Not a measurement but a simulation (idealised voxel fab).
Name of the process module below: voxel trench capacitor
Cross-section cut spans 220 nm and uses square cells 5 nm in size.
In this document a cross-section is written as a grid of square cells. It is given as a series of bands, listed from the top down, and a band is one or more rows of cells.
Top, bottom (nm), then materials left to right with widths (nm); lone material tagged "edge to edge" fills the whole band edge to edge; "blank" = empty space.
All heights in this document are referenced to 0, defined as the level beneath which the wafer, as received, consists entirely of one material. The lowest band is not bounded below; it extends indefinitely downward and is written in the form "z 0 and below".
When a width is written as two numbers, as in "30 to 40", the first number is the width in the top row of cells of the band and the second is the width in its bottom row, and the width changes by the same amount from each row to the next.
Step marked "nothing was modified"? Then no cell in the cross-section changed in it.
The label "Closed void list" introduces a list of the empty spaces, 8 cells or larger, that have no open way up to the top; each entry in it reads width x height at distance, where the distance is taken from the left edge and all three are stated in nm.
That trailing text on a step's line, after the settings, is the simulator's own remark on the step.
A step's line can hold "overlay nm"; with a mask on that step, the setting says how far right of the planned place the mask lay, while a negative setting says it lay to the left.
[Planned process steps]
1,op RECEIVE | material Si
2,op CONFORMAL_DEP | material SiN | thk nm 5
3,op DIRECTIONAL_DEP | material aC | thk nm 10
4,op PATTERN | tone open | mask id TRENCH | material resist | width nm 15 | pitch nm 40 | thk nm 30 | overlay nm 0
5,op DIRECTIONAL_ETCH | etch materials aC | depth nm 10
6,op STRIP | etch materials resist
7,op DIRECTIONAL_ETCH | etch materials SiN | depth nm 5
8,op DIRECTIONAL_ETCH | etch materials Si | depth nm 25
9,op STRIP | etch materials aC
10,op CONFORMAL_DEP | material SiO2 | thk nm 5
11,op FILL_DEP | material polySi | thk nm 5
12,op CMP | height nm 5
[Concerning the first of two wafers, which was run in accordance with the plan]
[Step 1 complete: cross-section of the wafer as received]
    z 0 and below  Si edge to edge
    Closed void list: none
[Sectional view: wafer, after step 2]
    z 5 to 0  SiN edge to edge
    For the remainder of the cross-section, below 0, there is no change.
[Sectional view: wafer, after step 3]
    z 15 to 5  aC edge to edge
    For the remainder of the cross-section, below 5, there is no change.
[Sectional view: wafer, after step 4]
    z 45 to 15  60 resist, then 15 blank, then 25 resist, then 15 blank, then 25 resist, then 15 blank, then 65 resist
    For the remainder of the cross-section, below 15, there is no change.
[Sectional view: wafer, after step 5]
    z 35 to 15  60 resist, then 15 blank, then 25 resist, then 15 blank, then 25 resist, then 15 blank, then 65 resist
    z 15 to 5  60 aC, then 15 blank, then 25 aC, then 15 blank, then 25 aC, then 15 blank, then 65 aC
    For the remainder of the cross-section, below 5, there is no change.
[Sectional view: wafer, after step 6]
    z 15 to 5  60 aC, then 15 blank, then 25 aC, then 15 blank, then 25 aC, then 15 blank, then 65 aC
    For the remainder of the cross-section, below 5, there is no change.
[Sectional view: wafer, after step 7]
    z 15 to 5  60 aC, then 15 blank, then 25 aC, then 15 blank, then 25 aC, then 15 blank, then 65 aC
    z 5 to 0  60 SiN, then 15 blank, then 25 SiN, then 15 blank, then 25 SiN, then 15 blank, then 65 SiN
    For the remainder of the cross-section, below 0, there is no change.
[Sectional view: wafer, after step 8]
    z 15 to 5  60 aC, then 15 blank, then 25 aC, then 15 blank, then 25 aC, then 15 blank, then 65 aC
    z 5 to 0  60 SiN, then 15 blank, then 25 SiN, then 15 blank, then 25 SiN, then 15 blank, then 65 SiN
    z 0 to -25  60 Si, then 15 blank, then 25 Si, then 15 blank, then 25 Si, then 15 blank, then 65 Si
    For the remainder of the cross-section, below -25, there is no change.
[Sectional view: wafer, after step 9]
    z 5 to 0  60 SiN, then 15 blank, then 25 SiN, then 15 blank, then 25 SiN, then 15 blank, then 65 SiN
    For the remainder of the cross-section, below 0, there is no change.
[Sectional view: wafer, after step 10]
    z 10 to 5  65 SiO2, then 5 blank, then 35 SiO2, then 5 blank, then 35 SiO2, then 5 blank, then 70 SiO2
    z 5 to 0  60 SiN, then 5 SiO2, then 5 blank, then 5 SiO2, then 25 SiN, then 5 SiO2, then 5 blank, then 5 SiO2, then 25 SiN, then 5 SiO2, then 5 blank, then 5 SiO2, then 65 SiN
    z 0 to -20  60 Si, then 5 SiO2, then 5 blank, then 5 SiO2, then 25 Si, then 5 SiO2, then 5 blank, then 5 SiO2, then 25 Si, then 5 SiO2, then 5 blank, then 5 SiO2, then 65 Si
    z -20 to -25  60 Si, then 15 SiO2, then 25 Si, then 15 SiO2, then 25 Si, then 15 SiO2, then 65 Si
    For the remainder of the cross-section, below -25, there is no change.
[Sectional view: wafer, after step 11]
    z 15 to 10  polySi edge to edge
    z 10 to 5  65 SiO2, then 5 polySi, then 35 SiO2, then 5 polySi, then 35 SiO2, then 5 polySi, then 70 SiO2
    z 5 to 0  60 SiN, then 5 SiO2, then 5 polySi, then 5 SiO2, then 25 SiN, then 5 SiO2, then 5 polySi, then 5 SiO2, then 25 SiN, then 5 SiO2, then 5 polySi, then 5 SiO2, then 65 SiN
    z 0 to -20  60 Si, then 5 SiO2, then 5 polySi, then 5 SiO2, then 25 Si, then 5 SiO2, then 5 polySi, then 5 SiO2, then 25 Si, then 5 SiO2, then 5 polySi, then 5 SiO2, then 65 Si
    For the remainder of the cross-section, below -20, there is no change.
[Sectional view: wafer, after step 12]
    z 5 to 0  60 SiN, then 5 SiO2, then 5 polySi, then 5 SiO2, then 25 SiN, then 5 SiO2, then 5 polySi, then 5 SiO2, then 25 SiN, then 5 SiO2, then 5 polySi, then 5 SiO2, then 65 SiN
    For the remainder of the cross-section, below 0, there is no change.
[Second wafer - shared start and plan with the first - one error in running - same as the first up to step 5 inclusive]
What the second wafer looks like in cross-section when step 6 should have wrapped up: nothing was modified
[What the second wafer looks like in cross-section when step 7 should have wrapped up]
    z 35 to 15  60 resist, then 15 blank, then 25 resist, then 15 blank, then 25 resist, then 15 blank, then 65 resist
    z 15 to 5  60 aC, then 15 blank, then 25 aC, then 15 blank, then 25 aC, then 15 blank, then 65 aC
    z 5 to 0  60 SiN, then 15 blank, then 25 SiN, then 15 blank, then 25 SiN, then 15 blank, then 65 SiN
    For the remainder of the cross-section, below 0, there is no change.
[What the second wafer looks like in cross-section when step 8 should have wrapped up]
    z 35 to 15  60 resist, then 15 blank, then 25 resist, then 15 blank, then 25 resist, then 15 blank, then 65 resist
    z 15 to 5  60 aC, then 15 blank, then 25 aC, then 15 blank, then 25 aC, then 15 blank, then 65 aC
    z 5 to 0  60 SiN, then 15 blank, then 25 SiN, then 15 blank, then 25 SiN, then 15 blank, then 65 SiN
    z 0 to -25  60 Si, then 15 blank, then 25 Si, then 15 blank, then 25 Si, then 15 blank, then 65 Si
    For the remainder of the cross-section, below -25, there is no change.
[What the second wafer looks like in cross-section when step 9 should have wrapped up]
    z 5 to 0  60 SiN, then 15 blank, then 25 SiN, then 15 blank, then 25 SiN, then 15 blank, then 65 SiN
    For the remainder of the cross-section, below 0, there is no change.
[What the second wafer looks like in cross-section when step 10 should have wrapped up]
    z 10 to 5  65 SiO2, then 5 blank, then 35 SiO2, then 5 blank, then 35 SiO2, then 5 blank, then 70 SiO2
    z 5 to 0  60 SiN, then 5 SiO2, then 5 blank, then 5 SiO2, then 25 SiN, then 5 SiO2, then 5 blank, then 5 SiO2, then 25 SiN, then 5 SiO2, then 5 blank, then 5 SiO2, then 65 SiN
    z 0 to -20  60 Si, then 5 SiO2, then 5 blank, then 5 SiO2, then 25 Si, then 5 SiO2, then 5 blank, then 5 SiO2, then 25 Si, then 5 SiO2, then 5 blank, then 5 SiO2, then 65 Si
    z -20 to -25  60 Si, then 15 SiO2, then 25 Si, then 15 SiO2, then 25 Si, then 15 SiO2, then 65 Si
    For the remainder of the cross-section, below -25, there is no change.
[What the second wafer looks like in cross-section when step 11 should have wrapped up]
    z 15 to 10  polySi edge to edge
    z 10 to 5  65 SiO2, then 5 polySi, then 35 SiO2, then 5 polySi, then 35 SiO2, then 5 polySi, then 70 SiO2
    z 5 to 0  60 SiN, then 5 SiO2, then 5 polySi, then 5 SiO2, then 25 SiN, then 5 SiO2, then 5 polySi, then 5 SiO2, then 25 SiN, then 5 SiO2, then 5 polySi, then 5 SiO2, then 65 SiN
    z 0 to -20  60 Si, then 5 SiO2, then 5 polySi, then 5 SiO2, then 25 Si, then 5 SiO2, then 5 polySi, then 5 SiO2, then 25 Si, then 5 SiO2, then 5 polySi, then 5 SiO2, then 65 Si
    For the remainder of the cross-section, below -20, there is no change.
[What the second wafer looks like in cross-section when step 12 should have wrapped up]
    z 5 to 0  60 SiN, then 5 SiO2, then 5 polySi, then 5 SiO2, then 25 SiN, then 5 SiO2, then 5 polySi, then 5 SiO2, then 25 SiN, then 5 SiO2, then 5 polySi, then 5 SiO2, then 65 SiN
    For the remainder of the cross-section, below 0, there is no change.
Short version of what went wrong: step 6 from the plan never happened, it was just skipped
The two wafers finish with the same cross-section, and therefore the mistake leaves the computed outcome of this model unchanged.
